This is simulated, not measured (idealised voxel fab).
Presented below is a process module, voxel ribs on slabs.
cross-section cut | 270 nm wide | cells 5 nm
Cross-section = grid of square cells, listed top down in bands; band = one or more rows.
Read a band's entry like this: the first values are the height of its top and the height of its bottom in nm, and what follows is the sequence of materials from left to right, each with its width in nm. Note that "air" is empty space, and that a single material marked "full width" reaches across the band from edge to edge.
Heights are expressed relative to 0, this being the level below which the as-received wafer comprises one material exclusively. The lowest band is unbounded in the downward direction and is denoted as in "0 down".
Per-row width for "30 to 40": begins at first number (top row of band), ends at second number (bottom row), increment between rows held constant.
Where a step carries "changes: none", the cross-section came out of it unchanged, cell for cell.
"Unvented internal voids": sealed empty spaces, 8 cells or more, no open way to top, listed width x height at distance, with distance from the left edge and width, height and distance in nm.
What comes after the settings on a step's line is commentary from the simulator itself on that step.
overlay nm: mask right of planned place by this much (step with mask). Neg. = left.
THE PLANNED PROCESS STEPS ARE ENUMERATED HEREUNDER
step 1: RECEIVE (material Si)
step 2: DIRECTIONAL_DEP (material SiO2; thk nm 30)
step 3: DIRECTIONAL_DEP (material polySi; thk nm 25)
step 4: MASKED_ETCH (tone cover; mask id RIB; width nm 20; etch materials polySi; depth nm 20; overlay nm 0)
step 5: PATTERN (tone cover; mask id SLAB; material resist; width nm 70; thk nm 20; overlay nm 0)
step 6: DIRECTIONAL_ETCH (etch materials polySi; depth nm 5)
step 7: STRIP (etch materials resist)
step 8: FILL_DEP (material SiO2; thk nm 20)
step 9: CMP (height nm 65)
step 10: DIRECTIONAL_DEP (material TiN; thk nm 10)
step 11: DIRECTIONAL_DEP (material aC; thk nm 10)
step 12: PATTERN (tone cover; mask id HEATER; material resist; width nm 30; thk nm 30; overlay nm 0)
step 13: DIRECTIONAL_ETCH (etch materials aC; depth nm 10)
step 14: STRIP (etch materials resist)
step 15: DIRECTIONAL_ETCH (etch materials TiN; depth nm 10)
step 16: STRIP (etch materials aC)
step 17: CONFORMAL_DEP (material SiO2; thk nm 10)
THIS IS THE CROSS-SECTION OF THE WAFER AS WE RECEIVED IT, I.E. AFTER STEP 1
  0 down = Si full width
  Unvented internal voids: none
WHAT THE WAFER LOOKS LIKE IN CROSS-SECTION AFTER THIS MODULE, WHEN IT STARTS AS SHOWN ABOVE AND FOLLOWS THE PLAN ABOVE BUT ONE MISTAKE IS MADE IN RUNNING IT
  90 to 80 = air=110 / SiO2=50 / air=110
  80 to 70 = SiO2=120 / TiN=30 / SiO2=120
  70 to 55 = SiO2 full width
  55 to 35 = SiO2=125 / polySi=20 / SiO2=125
  35 to 30 = SiO2=100 / polySi=70 / SiO2=100
  30 to 0 = SiO2 full width
  0 down = Si full width
  Unvented internal voids: none
Processing error: step 9 off recipe, ran as CMP (height nm 70)
